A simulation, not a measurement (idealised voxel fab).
Process module under the name voxel trench capacitor
Section shown: cut. Width: 190 nm. Cell size: 5 nm, square.
Throughout this document, each cross-section is represented as a grid of square cells and is presented as a sequence of bands enumerated from the top downward, where a band comprises one or more rows of cells. Band entry format. Leading values: height of top, height of bottom, nm. Remainder: materials in left-to-right order, each with its width in nm. Special words: "edge to edge" on a single material, which then fills the band edge to edge; "empty", empty space. We count height from 0. Below that, the starting wafer is all one material. The lowest band never ends at the bottom but goes on down; see "0 down" for how that is written. Graded width ("30 to 40"): value in top row of band = first number; value in bottom row = second number; row-to-row change constant. "left unchanged" means the step left every cell of the cross-section as it was. Fully sealed voids: empty space of 8 cells or more with no open way to the top, each as width x height at its distance from the left edge, in nm. Formally, on a step line, whatever follows the settings is a remark that the simulator itself makes on the step. Regarding "overlay nm": on a step with a mask, it is the distance the mask lay to the right of its planned place; a negative value places it to the left. The remainder of this document consists of a sequence of paired cross-sections. Each pair presents the cross-section prior to one process step together with the cross-section following it, the latter being rendered only as deep as the lowest band that underwent change. The intervening step, together with its settings, is stated beneath each pair. Because the pairs may originate from different runs of this module on the same starting wafer, a given pair is to be read as continuing from the preceding pair only where its entry headed "State before step" so indicates.
State before step
40 to 20 = empty (55) | resist (30) | empty (15) | resist (30) | empty (60)
20 to 10 = empty (55) | aC (30) | empty (15) | aC (30) | empty (60)
10 to 0 = SiN edge to edge
0 down = Si edge to edge
Fully sealed voids: none
Post-Process View
20 to 10 = empty (55) | aC (30) | empty (15) | aC (30) | empty (60)
Lower than 10, everything is as it was.
Fully sealed voids: none
Process step bridging the above cross-sections: STRIP with etch materials resist
State before step: It is represented by the cross-section appearing after the step of the pair directly above.
Post-Process View
20 to 10 = empty (55) | aC (30) | empty (15) | aC (30) | empty (60)
10 to 0 = empty (55) | SiN (30) | empty (15) | SiN (30) | empty (60)
Lower than 0, everything is as it was.
Fully sealed voids: none
Process step bridging the above cross-sections: DIRECTIONAL_ETCH with etch materials SiN, depth nm 10
State before step: It is represented by the cross-section appearing after the step of the pair directly above.
Post-Process View
20 to 10 = empty (55) | aC (30) | empty (15) | aC (30) | empty (60)
10 to 0 = empty (55) | SiN (30) | empty (15) | SiN (30) | empty (60)
0 to -35 = empty (55) | Si (30) | empty (15) | Si (30) | empty (60)
Lower than -35, everything is as it was.
Fully sealed voids: none
Process step bridging the above cross-sections: DIRECTIONAL_ETCH with etch materials Si, depth nm 35
State before step: It is represented by the cross-section appearing after the step of the pair directly above.
Post-Process View
10 to 0 = empty (55) | SiN (30) | empty (15) | SiN (30) | empty (60)
Lower than 0, everything is as it was.
Fully sealed voids: none
Process step bridging the above cross-sections: STRIP with etch materials aC
State before step: It is represented by the cross-section appearing after the step of the pair directly above.
Post-Process View
15 to 10 = empty (50) | Al2O3 (40) | empty (5) | Al2O3 (40) | empty (55)
10 to 0 = empty (50) | Al2O3 (5) | SiN (30) | Al2O3 (5) | empty (5) | Al2O3 (5) | SiN (30) | Al2O3 (5) | empty (55)
0 to -30 = empty (50) | Al2O3 (5) | Si (30) | Al2O3 (5) | empty (5) | Al2O3 (5) | Si (30) | Al2O3 (5) | empty (55)
-30 to -35 = Al2O3 (55) | Si (30) | Al2O3 (15) | Si (30) | Al2O3 (60)
Lower than -35, everything is as it was.
Fully sealed voids: none
Process step bridging the above cross-sections: CONFORMAL_DEP with material Al2O3, thk nm 5
State before step: It is represented by the cross-section appearing after the step of the pair directly above.
Post-Process View
20 to 15 = empty (45) | TiN (95) | empty (50)
15 to 10 = empty (45) | TiN (5) | Al2O3 (40) | TiN (5) | Al2O3 (40) | TiN (5) | empty (50)
10 to 0 = empty (45) | TiN (5) | Al2O3 (5) | SiN (30) | Al2O3 (5) | TiN (5) | Al2O3 (5) | SiN (30) | Al2O3 (5) | TiN (5) | empty (50)
0 to -25 = empty (45) | TiN (5) | Al2O3 (5) | Si (30) | Al2O3 (5) | TiN (5) | Al2O3 (5) | Si (30) | Al2O3 (5) | TiN (5) | empty (50)
-25 to -30 = TiN (50) | Al2O3 (5) | Si (30) | Al2O3 (5) | TiN (5) | Al2O3 (5) | Si (30) | Al2O3 (5) | TiN (55)
Lower than -30, everything is as it was.
Fully sealed voids: none
Process step bridging the above cross-sections: CONFORMAL_DEP with material TiN, thk nm 5
State before step: It is represented by the cross-section appearing after the step of the pair directly above.
Post-Process View
25 to 20 = W edge to edge
20 to 15 = W (45) | TiN (95) | W (50)
15 to 10 = W (45) | TiN (5) | Al2O3 (40) | TiN (5) | Al2O3 (40) | TiN (5) | W (50)
10 to 0 = W (45) | TiN (5) | Al2O3 (5) | SiN (30) | Al2O3 (5) | TiN (5) | Al2O3 (5) | SiN (30) | Al2O3 (5) | TiN (5) | W (50)
0 to -25 = W (45) | TiN (5) | Al2O3 (5) | Si (30) | Al2O3 (5) | TiN (5) | Al2O3 (5) | Si (30) | Al2O3 (5) | TiN (5) | W (50)
Lower than -25, everything is as it was.
Fully sealed voids: none
Process step bridging the above cross-sections: FILL_DEP with material W, thk nm 5
State before step: It is represented by the cross-section appearing after the step of the pair directly above.
Post-Process View
10 to 0 = W (45) | TiN (5) | Al2O3 (5) | SiN (30) | Al2O3 (5) | TiN (5) | Al2O3 (5) | SiN (30) | Al2O3 (5) | TiN (5) | W (50)
Lower than 0, everything is as it was.
Fully sealed voids: none
Process step bridging the above cross-sections: CMP with height nm 10
